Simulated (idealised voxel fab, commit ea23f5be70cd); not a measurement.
You're looking at the process module voxel fin reveal.
We display cut, a cross-section 170 nm in width whose square cells are each 5 nm.
Cross-section layout: square cells on a grid; listed as bands, top to bottom; a band spans one or more cell rows. Quick guide to a band line: top height, bottom height (nm) up front; then every material left to right with its width in nm. Only one material and it's marked "throughout"? Then it fills the band edge to edge. And "blank" just means empty space. Beneath 0, the wafer as received is one material, and that level is where height counting begins. The lowest band goes on downward without a bottom; it is written like "0 nm and below". The two numbers in a width such as "30->40" mark its ends across the band: the first belongs to the top row of cells, the second to the bottom row, and from each row to the next the width moves by the same amount. Reading "all unchanged" for a step: not a cell of the cross-section changed in it. "Voids lacking openings": sealed empty spaces, 8 cells or more, no open way to top, listed width x height at distance, with distance from the left edge and width, height and distance in nm. Whatever follows a step's settings on its line is a remark the simulator itself makes about that step. "overlay nm" denotes, for a step that has a mask, the displacement of the mask to the right of its planned place, with negative values corresponding to the left.

The following list gives the planned process steps:
| 1 | RECEIVE, material Si |
| 2 | CONFORMAL_DEP, material SiN, thk nm 5 |
| 3 | PATTERN, tone cover, mask id FINS, material resist, width nm 15, pitch nm 40, thk nm 20, overlay nm 0 |
| 4 | DIRECTIONAL_ETCH, etch materials SiN, depth nm 5 |
| 5 | DIRECTIONAL_ETCH, etch materials Si, depth nm 35 |
| 6 | STRIP, etch materials resist |
| 7 | FILL_DEP, material SiO2, thk nm 15 |
| 8 | CMP, height nm 5 |
| 9 | SELECTIVE_ETCH, etch materials SiO2, depth nm 20 |
| 10 | STRIP, etch materials SiN |

Cross-sectional view of the wafer in its as-received condition, corresponding to the state after step 1:
    0 nm and below: Si throughout
    Voids lacking openings: none

First of two wafers at the end of the module, shown in cross-section; run carried out as planned:
    0 nm to -15 nm: 55 nm blank | 15 nm Si | 25 nm blank | 15 nm Si | 60 nm blank
    -15 nm to -35 nm: 55 nm SiO2 | 15 nm Si | 25 nm SiO2 | 15 nm Si | 60 nm SiO2
    -35 nm and below: Si throughout
    Voids lacking openings: none

Same start, same plan as the first wafer - but one mistake in the run. Cross-section of the second of the two at the end of the module:
    5 nm to 0 nm: 55 nm blank | 15 nm SiN | 25 nm blank | 15 nm SiN | 60 nm blank
    0 nm to -35 nm: 55 nm blank | 15 nm Si | 25 nm blank | 15 nm Si | 60 nm blank
    -35 nm and below: Si throughout
    Voids lacking openings: none
Which mistake was made when the wafer was run? off-plan run, step 10, actual operation and settings STRIP, etch materials SiO2
The closing comparison, in cells, has the second wafer with more or fewer of some materials than the first: SiN: 6 more, SiO2: 112 fewer
